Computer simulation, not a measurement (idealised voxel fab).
Title: Process Module voxel fin reveal
We display cut, a cross-section 195 nm in width whose square cells are each 5 nm.
A cross-section is written here as square cells arranged in a grid, and it is given in bands from the top down, each band taking up one or more rows of cells. Each band's line starts with the height of the band's top and of its bottom, in nm. Then come its materials from left to right, each with its width in nm. One material with "all across" fills the band from edge to edge. "blank" is empty space. Heights are reckoned from 0. Under this level, the received wafer is all of one material. The bottommost band is open-ended downward, for example "z 0 and below". The width entry "30->40" should be interpreted row by row: the top row of cells in the band takes the first number, the bottom row takes the second number, and the change between adjacent rows is uniform throughout. "remains unaltered" -> step changed no cross-section cell. Look at "Enclosed internal cavities" for the closed voids: empty spaces with no open path to the top, sized 8 cells or up. Each is width x height at distance, distance from the left edge, all nm. On each step's line, the part that comes after the settings is the simulator's own comment on the step. When a step includes a mask, the "overlay nm" setting on its line states how far to the right of its planned place that mask lay, and negative values state how far to the left.

Steps in the process plan
1 RECEIVE (material Si)
2 CONFORMAL_DEP (material SiN; thk nm 10)
3 PATTERN (tone cover; mask id FINS; material resist; width nm 15; pitch nm 45; thk nm 20; overlay nm 0)
4 DIRECTIONAL_ETCH (etch materials SiN; depth nm 10)
5 DIRECTIONAL_ETCH (etch materials Si; depth nm 35)
6 STRIP (etch materials resist)
7 FILL_DEP (material SiO2; thk nm 15)
8 CMP (height nm 10)
9 SELECTIVE_ETCH (etch materials SiO2; depth nm 35)
10 STRIP (etch materials SiN)

Cross-section of the wafer upon arrival, representing the state reached after step 1
- z 0 and below = Si all across
- Enclosed internal cavities: none

This is how the wafer looks in cross-section once the module is done, given the starting state and plan above and one mistake in carrying the plan out
- z 0 to -25 = blank 25, Si 15, blank 30, Si 15, blank 30, Si 15, blank 30, Si 15, blank 20
- z -25 to -35 = SiO2 25, Si 15, SiO2 30, Si 15, SiO2 30, Si 15, SiO2 30, Si 15, SiO2 20
- z -35 and below = Si all across
- Enclosed internal cavities: none
Deviation noted in wafer processing: step 3 went in with a setting other than planned; the actual run was PATTERN (tone cover; mask id FINS; material resist; width nm 15; pitch nm 45; thk nm 20; overlay nm 5)
